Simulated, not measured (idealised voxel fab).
process module | voxel lift off
cross-section cut | 175 nm wide | cells 5 nm
A cross-section is a grid of square cells, given in bands from the top down. A band is one or more rows of cells.
Each band's line starts with the height of the band's top and of its bottom, in nm. Then come its materials from left to right, each with its width in nm. One material with "throughout" fills the band from edge to edge. "air" is empty space.
Height 0 is the level under which the wafer as received is all one material. The lowest band goes on downwards, as in "0 down".
A width such as "30 to 40" changes by the same amount from each row of cells to the next, from the band's top row to its bottom row.
"no change" after a step means that no cell of the cross-section changed.
closed voids: empty space of 8 cells or more with no open way to the top, each as width x height at its distance from the left edge, in nm
after a step's settings: what the simulator itself notes on the step
overlay nm, on a step with a mask: how far to the right of its planned place the mask lay; to the left if negative
plan
1 op RECEIVE | material Si
2 op CONFORMAL_DEP | material SiN | thk nm 10
3 op PATTERN | tone open | mask id LINES | material resist | width nm 15 | pitch nm 45 | thk nm 20 | overlay nm 0
4 op DIRECTIONAL_DEP | material Ru | thk nm 10
5 op STRIP | etch materials resist
6 op CONFORMAL_DEP | material SiN | thk nm 5
as received, after step 1
  0 down: Si throughout
  closed voids: none
a wafer at the end: this start, this plan, one mistake
  15 to 10: air 30 | SiN 25 | air 20 | SiN 25 | air 20 | SiN 25 | air 30
  10 to 5: air 30 | SiN 5 | Ru 15 | SiN 5 | air 20 | SiN 5 | Ru 15 | SiN 5 | air 20 | SiN 5 | Ru 15 | SiN 5 | air 30
  5 to 0: SiN 35 | Ru 15 | SiN 30 | Ru 15 | SiN 30 | Ru 15 | SiN 35
  0 down: Si throughout
  closed voids: none
what went wrong: step 2 was left out
